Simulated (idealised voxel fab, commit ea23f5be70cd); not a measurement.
Process module under the name voxel air gaps
The figure presents cross-section cut, which has a width of 175 nm and is divided into square cells with an edge length of 5 nm.
Cross-section = grid of square cells, listed top down in bands; band = one or more rows. Quick guide to a band line: top height, bottom height (nm) up front; then every material left to right with its width in nm. Only one material and it's marked "full width"? Then it fills the band edge to edge. And "blank" just means empty space. Where do heights start? At 0: under that level the wafer as delivered is made of one material only. And the lowest band has no floor; it just carries on downward, as in "from 0 down". When a width is written as two numbers, as in "30 to 40", the first number is the width in the top row of cells of the band and the second is the width in its bottom row, and the width changes by the same amount from each row to the next. For the purposes of this document, the phrase "same as before" attached to a step denotes that no cell within the cross-section was modified by that step. "Closed cavity list" - sealed voids, min. 8 cells, no opening to top; format: width x height at distance (distance from left edge; nm throughout). The remark found on a step's line after its settings is issued by the simulator itself and pertains to that step. When a step includes a mask, the "overlay nm" setting on its line states how far to the right of its planned place that mask lay, and negative values state how far to the left.
THE FOLLOWING LIST GIVES THE PLANNED PROCESS STEPS
1,RECEIVE: material Si
2,CONFORMAL_DEP: material SiO2, thk nm 10
3,CONFORMAL_DEP: material SiN, thk nm 5
4,DIRECTIONAL_DEP: material SiO2, thk nm 35
5,DIRECTIONAL_DEP: material aC, thk nm 15
6,PATTERN: tone open, mask id LINES, material resist, width nm 25, pitch nm 50, thk nm 30, overlay nm 0
7,DIRECTIONAL_ETCH: etch materials aC, depth nm 15
8,STRIP: etch materials resist
9,DIRECTIONAL_ETCH: etch materials SiO2, depth nm 35
10,STRIP: etch materials aC
11,CONFORMAL_DEP: material TiN, thk nm 5
12,FILL_DEP: material Cu, thk nm 5
13,CMP: height nm 50
14,EPI: material Ru, thk nm 10
15,SELECTIVE_ETCH: etch materials SiO2, depth nm 45
16,CONFORMAL_DEP: material SiN, thk nm 5
AS RECEIVED (POST STEP 1): CROSS-SECTION
> from 0 down = Si full width
> Closed cavity list: none
WAFER CROSS-SECTION AT END OF MODULE: START AND PLAN AS SHOWN ABOVE, ONE EXECUTION ERROR
> from 55 to 50 = SiN full width
> from 50 to 20 = SiO2 25 nm  TiN 5 nm  Cu 15 nm  TiN 5 nm  SiO2 25 nm  TiN 5 nm  Cu 15 nm  TiN 5 nm  SiO2 25 nm  TiN 5 nm  Cu 15 nm  TiN 5 nm  SiO2 25 nm
> from 20 to 15 = SiO2 25 nm  TiN 25 nm  SiO2 25 nm  TiN 25 nm  SiO2 25 nm  TiN 25 nm  SiO2 25 nm
> from 15 to 10 = SiN full width
> from 10 to 0 = SiO2 full width
> from 0 down = Si full width
> Closed cavity list: none
Which mistake was made when the wafer was run? step 15 off recipe, ran as SELECTIVE_ETCH: etch materials Ru, depth nm 45
